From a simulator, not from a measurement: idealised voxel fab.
process module | voxel self aligned vias
cross-section cut | 145 nm wide | cells 5 nm
A cross-section is a grid of square cells, given in bands from the top down. A band is one or more rows of cells.
Each band's line starts with the height of the band's top and of its bottom, in nm. Then come its materials from left to right, each with its width in nm. One material with "throughout" fills the band from edge to edge. "air" is empty space.
Height 0 is the level under which the wafer as received is all one material. The lowest band goes on downwards, as in "0 down".
A width such as "30 to 40" changes by the same amount from each row of cells to the next, from the band's top row to its bottom row.
"no change" after a step means that no cell of the cross-section changed.
closed voids: empty space of 8 cells or more with no open way to the top, each as width x height at its distance from the left edge, in nm
after a step's settings: what the simulator itself notes on the step
overlay nm, on a step with a mask: how far to the right of its planned place the mask lay; to the left if negative
plan
1 op RECEIVE | material Si
2 op CONFORMAL_DEP | material SiO2 | thk nm 10
3 op CONFORMAL_DEP | material SiCN | thk nm 5
4 op DIRECTIONAL_DEP | material SiO2 | thk nm 30
5 op DIRECTIONAL_DEP | material aC | thk nm 10
6 op PATTERN | tone open | mask id LINES | material resist | width nm 30 | pitch nm 65 | thk nm 25 | overlay nm 0
7 op DIRECTIONAL_ETCH | etch materials aC | depth nm 10
8 op STRIP | etch materials resist
9 op DIRECTIONAL_ETCH | etch materials SiO2 | depth nm 30
10 op STRIP | etch materials aC
11 op CONFORMAL_DEP | material TiN | thk nm 5
12 op FILL_DEP | material W | thk nm 5
13 op CMP | height nm 45
14 op SELECTIVE_ETCH | etch materials W Ru TiN | depth nm 10
15 op FILL_DEP | material SiN | thk nm 10
16 op CMP | height nm 45
17 op DIRECTIONAL_DEP | material SiO2 | thk nm 20
18 op MASKED_ETCH | tone open | mask id VIAS | width nm 50 | etch materials SiO2 | depth nm 20 | overlay nm 0
19 op MASKED_ETCH | tone open | mask id VIAS | width nm 50 | etch materials SiN | depth nm 10 | overlay nm 0
20 op CONFORMAL_DEP | material TiN | thk nm 5
21 op FILL_DEP | material Cu | thk nm 10
22 op CMP | height nm 65
23 op CONFORMAL_DEP | material SiCN | thk nm 5
as received, after step 1
  0 down: Si throughout
  closed voids: none
a wafer at the end: this start, this plan, one mistake
  70 to 65: SiCN throughout
  65 to 50: SiO2 15 | TiN 5 | Cu 40 | TiN 5 | SiO2 80
  50 to 45: SiO2 15 | TiN 15 | Cu 20 | TiN 15 | SiO2 80
  45 to 40: SiO2 25 | TiN 5 | Cu 20 | TiN 5 | SiO2 35 | SiN 30 | SiO2 25
  40 to 35: SiO2 25 | TiN 30 | SiO2 35 | SiN 30 | SiO2 25
  35 to 20: SiO2 25 | TiN 5 | W 20 | TiN 5 | SiO2 35 | TiN 5 | W 20 | TiN 5 | SiO2 25
  20 to 15: SiO2 25 | TiN 30 | SiO2 35 | TiN 30 | SiO2 25
  15 to 0: SiCN throughout
  0 down: Si throughout
  closed voids: none
what went wrong: step 2 ran as: op CONFORMAL_DEP | material SiCN | thk nm 10
